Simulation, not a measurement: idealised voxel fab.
Title: Process Module voxel air gaps
Shown is cross-section cut, with a width of 250 nm and square cells of size 5 nm.
A cross-section in this document is a grid of square cells, and it is written down as bands, the top band listed before the ones below it; a band is made up of one or more rows of cells. Look at the band entry: it leads with the top's height and the bottom's height in nm. Then it lists the materials left to right, with a width in nm for each. The word "all across" on a single material says that material fills the band edge to edge. The word "empty" is empty space. Zero point of the height axis is 0; under it, received wafer = one material. Lowest band: continues down indefinitely, "0 -> down". The two numbers in a width such as "30 to 40" mark its ends across the band: the first belongs to the top row of cells, the second to the bottom row, and from each row to the next the width moves by the same amount. Take "nothing got changed" at face value: in the step it is given for, the cross-section changed in none of its cells. Under "Unvented internal voids" you'll find the enclosed gaps, the ones with no way out to the top, that are 8 cells or bigger; each reads width x height at distance, with distance counted from the left edge, everything in nm. Heads up: the bit after the settings on a step's line is the simulator's remark on that step. overlay nm: right-of-plan distance of the mask on a masked step; negative values mean left-of-plan.

-- Set out below are the planned steps of the process
1) RECEIVE, material Si
2) CONFORMAL_DEP, material SiO2, thk nm 10
3) CONFORMAL_DEP, material SiN, thk nm 5
4) DIRECTIONAL_DEP, material lowk, thk nm 30
5) DIRECTIONAL_DEP, material aC, thk nm 15
6) PATTERN, tone open, mask id LINES, material resist, width nm 15, pitch nm 40, thk nm 35, overlay nm 0
7) DIRECTIONAL_ETCH, etch materials aC, depth nm 15
8) STRIP, etch materials resist
9) DIRECTIONAL_ETCH, etch materials lowk, depth nm 30
10) STRIP, etch materials aC
11) CONFORMAL_DEP, material TiN, thk nm 5
12) FILL_DEP, material Cu, thk nm 5
13) CMP, height nm 45
14) EPI, material Ru, thk nm 10
15) SELECTIVE_ETCH, etch materials lowk, depth nm 40
16) CONFORMAL_DEP, material SiN, thk nm 5

-- Cross-section of the wafer at receipt, which is the condition after step 1
	0 -> down  Si all across
	Unvented internal voids: none

-- Cross-sectional result after module completion. Note: starting condition and plan are unchanged from above; one processing mistake was made
	60 -> 55  40 nm empty / 165 nm SiN / 45 nm empty
	55 -> 45  40 nm empty / 5 nm SiN / 35 nm Ru / 5 nm SiN / 35 nm Ru / 5 nm SiN / 35 nm Ru / 5 nm SiN / 35 nm Ru / 5 nm SiN / 45 nm empty
	45 -> 40  40 nm empty / 15 nm SiN / 5 nm Ru / 5 nm Cu / 5 nm Ru / 25 nm SiN / 5 nm Ru / 5 nm Cu / 5 nm Ru / 25 nm SiN / 5 nm Ru / 5 nm Cu / 5 nm Ru / 25 nm SiN / 5 nm Ru / 5 nm Cu / 5 nm Ru / 15 nm SiN / 45 nm empty
	40 -> 20  50 nm empty / 5 nm SiN / 5 nm Ru / 5 nm Cu / 5 nm Ru / 5 nm SiN / 15 nm empty / 5 nm SiN / 5 nm Ru / 5 nm Cu / 5 nm Ru / 5 nm SiN / 15 nm empty / 5 nm SiN / 5 nm Ru / 5 nm Cu / 5 nm Ru / 5 nm SiN / 15 nm empty / 5 nm SiN / 5 nm Ru / 5 nm Cu / 5 nm Ru / 5 nm SiN / 55 nm empty
	20 -> 15  55 nm SiN / 15 nm Ru / 25 nm SiN / 15 nm Ru / 25 nm SiN / 15 nm Ru / 25 nm SiN / 15 nm Ru / 60 nm SiN
	15 -> 10  SiN all across
	10 -> 0  SiO2 all across
	0 -> down  Si all across
	Unvented internal voids: 15 x 20 at 75; 15 x 20 at 115; 15 x 20 at 155
Which mistake was made when the wafer was run? step 11 went in with a setting other than planned; the actual run was CONFORMAL_DEP, material Ru, thk nm 5
